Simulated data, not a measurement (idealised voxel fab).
This section sets out a process module, namely voxel tone inversion.
Shown is cross-section cut, with a width of 280 nm and square cells of size 5 nm.
If you're reading a cross-section in this doc, picture square cells in a grid; it comes to you as bands, top ones listed first down to the bottom, and a band can be one or more rows of cells.
In this notation a band is specified by the heights of its top and bottom, in that order and in nm, after which its materials appear from left to right, each paired with its width in nm. The word "full width" attached to a single material means that material fills the band from edge to edge; the word "air" stands for empty space.
Ref level 0: as-received wafer is one material below here. Bottom band extends down with no lower bound ("0..down").
A width such as "30->40" changes by the same amount from each row of cells to the next, from the band's top row to its bottom row.
It should be understood that the words "all unchanged", when stated for a given step, signify that the cross-section underwent no change in any of its cells during that step.
If an empty space has no open way to the top and is at least 8 cells in size, "Enclosed empty spaces" lists it, written width x height at distance, where distance is measured from the left edge and every value is in nm.
What comes after the settings on a step's line is commentary from the simulator itself on that step.
overlay nm: step with mask; distance mask lay right of planned place; negative value = left of planned place.

These are the steps we planned for the process
1: RECEIVE with material Si
2: CONFORMAL_DEP with material SiCN, thk nm 10
3: DIRECTIONAL_DEP with material aC, thk nm 20
4: PATTERN with tone cover, mask id POSTS, material resist, width nm 15, pitch nm 30, thk nm 30, overlay nm -15
5: DIRECTIONAL_ETCH with etch materials aC, depth nm 20
6: STRIP with etch materials resist
7: FILL_DEP with material SiO2, thk nm 5
8: CMP with height nm 30
9: STRIP with etch materials aC
Wafer-to-wafer difference: overlay nm, step 4. Common start. Plan = first wafer's value.

Incoming state of the first of several wafers in cross-section: after step 1
> 0..down = Si full width
> Enclosed empty spaces: none

First of several wafers: cross-section at the end of the module, after step 9, its last step
> 30..10 = SiO2: 85, air: 15, SiO2: 15, air: 15, SiO2: 15, air: 15, SiO2: 120
> 10..0 = SiCN full width
> 0..down = Si full width
> Enclosed empty spaces: none

The final wafer, sectioned at module end
> 30..10 = SiO2: 115, air: 15, SiO2: 15, air: 15, SiO2: 15, air: 15, SiO2: 90
> 10..0 = SiCN full width
> 0..down = Si full width
> Enclosed empty spaces: none

Table: wafers, a row each; end-of-module cell change per material since receipt, gain (+), loss (-); then closed voids
overlay nm -15 | +112 SiCN | +188 SiO2 | Enclosed empty spaces: none
overlay nm -10 | +112 SiCN | +188 SiO2 | Enclosed empty spaces: none
overlay nm -5 | +112 SiCN | +188 SiO2 | Enclosed empty spaces: none
overlay nm 0 | +112 SiCN | +188 SiO2 | Enclosed empty spaces: none
overlay nm 5 | +112 SiCN | +188 SiO2 | Enclosed empty spaces: none
overlay nm 10 | +112 SiCN | +188 SiO2 | Enclosed empty spaces: none
overlay nm 15 | +112 SiCN | +188 SiO2 | Enclosed empty spaces: none
